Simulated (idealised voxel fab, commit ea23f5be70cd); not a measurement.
The process module presented herein is designated voxel trench capacitor.
Cross-section cut spans 245 nm and uses square cells 5 nm in size.
Cross-section, as written here: a square-cell grid given band by band from the top down, where a band holds one or more rows of cells.
Top, bottom (nm), then materials left to right with widths (nm); lone material tagged "full width" fills the whole band edge to edge; "air" = empty space.
Where do heights start? At 0: under that level the wafer as delivered is made of one material only. And the lowest band has no floor; it just carries on downward, as in "0 down".
You'd read "30->40" like this: the band's top row of cells is as wide as the first number, its bottom row is as wide as the second, and going down, every row changes width by the same amount as the row before did.
"no modifications" for a step: no cell of the cross-section changed in that step.
Under "Unvented voids" you'll find the enclosed gaps, the ones with no way out to the top, that are 8 cells or bigger; each reads width x height at distance, with distance counted from the left edge, everything in nm.
On each step's line, the part that comes after the settings is the simulator's own comment on the step.
overlay nm: for a step with a mask, the amount by which the mask lay right of where it was planned; a negative amount means left of it.

[Steps in the process plan]
1 RECEIVE (material Si)
2 CONFORMAL_DEP (material SiN; thk nm 10)
3 DIRECTIONAL_DEP (material aC; thk nm 10)
4 PATTERN (tone open; mask id TRENCH; material resist; width nm 15; pitch nm 40; thk nm 30; overlay nm 0)
5 DIRECTIONAL_ETCH (etch materials aC; depth nm 5)
6 STRIP (etch materials resist)
7 DIRECTIONAL_ETCH (etch materials SiN; depth nm 10)
8 DIRECTIONAL_ETCH (etch materials Si; depth nm 35)
9 STRIP (etch materials aC)
10 CONFORMAL_DEP (material Al2O3; thk nm 5)
11 FILL_DEP (material polySi; thk nm 10)
12 CMP (height nm 10)
varied across the wafers: depth nm of step 5. The plan shows the first wafer's value. All wafers start alike

[So this is the first of several wafers, cross-sectioned as it came to us, meaning it's at the end of step 1]
  0 down | Si full width
  Unvented voids: none

[First of several wafers: cross-section at the end of the module, after step 12, its last step]
  10 to 0 | SiN full width
  0 down | Si full width
  Unvented voids: none

[So this is the cross-section on the last wafer at the end of the module]
  10 to 0 | SiN 75 nm  Al2O3 5 nm  polySi 5 nm  Al2O3 5 nm  SiN 25 nm  Al2O3 5 nm  polySi 5 nm  Al2O3 5 nm  SiN 25 nm  Al2O3 5 nm  polySi 5 nm  Al2O3 5 nm  SiN 75 nm
  0 to -30 | Si 75 nm  Al2O3 5 nm  polySi 5 nm  Al2O3 5 nm  Si 25 nm  Al2O3 5 nm  polySi 5 nm  Al2O3 5 nm  Si 25 nm  Al2O3 5 nm  polySi 5 nm  Al2O3 5 nm  Si 75 nm
  -30 to -35 | Si 75 nm  Al2O3 15 nm  Si 25 nm  Al2O3 15 nm  Si 25 nm  Al2O3 15 nm  Si 75 nm
  -35 down | Si full width
  Unvented voids: none

[Rows = wafers. At module end, each row lists per material the cells gained (+) or lost (-) since the wafer was received, then the closed voids]
depth nm 5; +98 SiN; Unvented voids: none
depth nm 10; +57 Al2O3; -63 Si; +80 SiN; +24 polySi; Unvented voids: none
depth nm 15; +57 Al2O3; -63 Si; +80 SiN; +24 polySi; Unvented voids: none
depth nm 20; +57 Al2O3; -63 Si; +80 SiN; +24 polySi; Unvented voids: none
depth nm 25; +57 Al2O3; -63 Si; +80 SiN; +24 polySi; Unvented voids: none
